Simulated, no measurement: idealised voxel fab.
Documented hereafter: the process module known as voxel air gaps.
Shown is cross-section cut, with a width of 220 nm and square cells of size 5 nm.
Bands, listed from the top down, are how a cross-section gets written in this document; the cross-section itself is a grid of square cells, and a band is one or more rows of them.
Band entry format. Leading values: height of top, height of bottom, nm. Remainder: materials in left-to-right order, each with its width in nm. Special words: "throughout" on a single material, which then fills the band edge to edge; "empty", empty space.
Heights are expressed relative to 0, this being the level below which the as-received wafer comprises one material exclusively. The lowest band is unbounded in the downward direction and is denoted as in "z 0 and below".
Read "30..40" as a graded width: first number on top, second number at the bottom, same change between each pair of neighbouring rows.
"no modifications" -> step changed no cross-section cell.
Heads up: "Enclosed void catalog" only lists the empty pockets with no open path to the top that are 8 cells or more, and it writes them as width x height at distance, distance from the left edge, in nm.
after a step's settings: what the simulator itself notes on the step
"overlay nm" denotes, for a step that has a mask, the displacement of the mask to the right of its planned place, with negative values corresponding to the left.

Set out below are the planned steps of the process:
| 1 | RECEIVE with material Si |
| 2 | CONFORMAL_DEP with material SiO2, thk nm 15 |
| 3 | CONFORMAL_DEP with material SiCN, thk nm 5 |
| 4 | DIRECTIONAL_DEP with material SiO2, thk nm 30 |
| 5 | DIRECTIONAL_DEP with material aC, thk nm 10 |
| 6 | PATTERN with tone open, mask id LINES, material resist, width nm 20, pitch nm 45, thk nm 30, overlay nm 0 |
| 7 | DIRECTIONAL_ETCH with etch materials aC, depth nm 10 |
| 8 | STRIP with etch materials resist |
| 9 | DIRECTIONAL_ETCH with etch materials SiO2, depth nm 30 |
| 10 | STRIP with etch materials aC |
| 11 | CONFORMAL_DEP with material TiN, thk nm 5 |
| 12 | FILL_DEP with material W, thk nm 10 |
| 13 | CMP with height nm 50 |
| 14 | EPI with material Ru, thk nm 10 |
| 15 | SELECTIVE_ETCH with etch materials SiO2, depth nm 40 |
| 16 | CONFORMAL_DEP with material SiCN, thk nm 5 |

Cross-section: wafer on arrival = after step 1:
	z 0 and below: Si throughout
	Enclosed void catalog: none

A wafer at the end: this start, this plan, one mistake:
	z 75 to 70: SiCN throughout
	z 70 to 60: Ru throughout
	z 60 to 55: W throughout
	z 55 to 50: 35 nm TiN | 10 nm W | 35 nm TiN | 10 nm W | 35 nm TiN | 10 nm W | 35 nm TiN | 10 nm W | 40 nm TiN
	z 50 to 25: 30 nm SiO2 | 5 nm TiN | 10 nm W | 5 nm TiN | 25 nm SiO2 | 5 nm TiN | 10 nm W | 5 nm TiN | 25 nm SiO2 | 5 nm TiN | 10 nm W | 5 nm TiN | 25 nm SiO2 | 5 nm TiN | 10 nm W | 5 nm TiN | 35 nm SiO2
	z 25 to 20: 30 nm SiO2 | 20 nm TiN | 25 nm SiO2 | 20 nm TiN | 25 nm SiO2 | 20 nm TiN | 25 nm SiO2 | 20 nm TiN | 35 nm SiO2
	z 20 to 15: SiCN throughout
	z 15 to 0: SiO2 throughout
	z 0 and below: Si throughout
	Enclosed void catalog: none
It is concluded that the wafer was processed incorrectly with respect to the plan, in that step 13 ran as: CMP with height nm 60
